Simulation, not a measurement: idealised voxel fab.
Documented hereafter: the process module known as voxel released beams.
Square cell edge 5 nm, section width 250 nm, ID cut.
Cross-section = grid of square cells, listed top down in bands; band = one or more rows. The entry gives the band's vertical extent as a top height and a bottom height in nm, then its horizontal make-up as materials from left to right, each with a width in nm. "blank" stands for empty space; a single material marked "full width" fills the band edge to edge. Heights are reckoned from 0. Under this level, the received wafer is all of one material. The bottommost band is open-ended downward, for example "z 0 and below". With a width like "30..40", each row of cells in the band differs from the next by the same amount, the top row carrying the first number and the bottom row the second. "stayed the same" for a step: no cell of the cross-section changed in that step. Empty spaces without an open route to the top, at least 8 cells in extent, make up the entry "Sealed internal cavities"; each is given as width x height at distance, where the distance is measured from the left edge, and all are in nm. Post-settings text on a step line: simulator's own remark regarding the step. Steps that use a mask can have "overlay nm" on their line. It says how far the mask sat to the right of where it was meant to be. Negative means to the left.

## These are the steps we planned for the process
step 1: RECEIVE [material Si]
step 2: CONFORMAL_DEP [material Al2O3] [thk nm 10]
step 3: DIRECTIONAL_DEP [material SiO2] [thk nm 15]
step 4: DIRECTIONAL_DEP [material aC] [thk nm 15]
step 5: PATTERN [tone open] [mask id ANCHOR] [material resist] [width nm 35] [thk nm 35] [overlay nm 0]
step 6: DIRECTIONAL_ETCH [etch materials aC] [depth nm 15]
step 7: STRIP [etch materials resist]
step 8: DIRECTIONAL_ETCH [etch materials SiO2] [depth nm 15]
step 9: STRIP [etch materials aC]
step 10: CONFORMAL_DEP [material W] [thk nm 10]
step 11: DIRECTIONAL_DEP [material aC] [thk nm 10]
step 12: PATTERN [tone cover] [mask id BEAM] [material resist] [width nm 95] [thk nm 25] [overlay nm -15]
step 13: DIRECTIONAL_ETCH [etch materials aC] [depth nm 10]
step 14: STRIP [etch materials resist]
step 15: DIRECTIONAL_ETCH [etch materials W] [depth nm 10]
step 16: STRIP [etch materials aC]
step 17: STRIP [etch materials SiO2]
Variable across wafers: step 12 overlay nm (plan value is that of the first wafer; starting state common to all).

## The as-received cross-section of the first of several wafers corresponds to the state after step 1
z 0 and below = Si full width
Sealed internal cavities: none

## Cross-section after step 17, the final step of the module, for the first of several wafers
z 35 to 25 = blank: 60, then W: 30, then blank: 15, then W: 50, then blank: 95
z 25 to 20 = blank: 80, then W: 10, then blank: 15, then W: 10, then blank: 135
z 20 to 10 = blank: 80, then W: 35, then blank: 135
z 10 to 0 = Al2O3 full width
z 0 and below = Si full width
Sealed internal cavities: none

## Final wafer of several, shown in cross-section at the end of the module
z 35 to 25 = blank: 105, then W: 80, then blank: 65
z 25 to 20 = blank: 80, then W: 10, then blank: 15, then W: 10, then blank: 135
z 20 to 10 = blank: 80, then W: 35, then blank: 135
z 10 to 0 = Al2O3 full width
z 0 and below = Si full width
Sealed internal cavities: none

## Row per wafer, end-of-module: cell gain (+)/loss (-) by material since the wafer came in, then closed voids
overlay nm -15, +100 Al2O3, +50 W, Sealed internal cavities: none
overlay nm -10, +100 Al2O3, +50 W, Sealed internal cavities: none
overlay nm -5, +100 Al2O3, +50 W, Sealed internal cavities: none
overlay nm 0, +100 Al2O3, +50 W, Sealed internal cavities: none
overlay nm 5, +100 Al2O3, +50 W, Sealed internal cavities: none
overlay nm 10, +100 Al2O3, +50 W, Sealed internal cavities: none
overlay nm 15, +100 Al2O3, +50 W, Sealed internal cavities: none
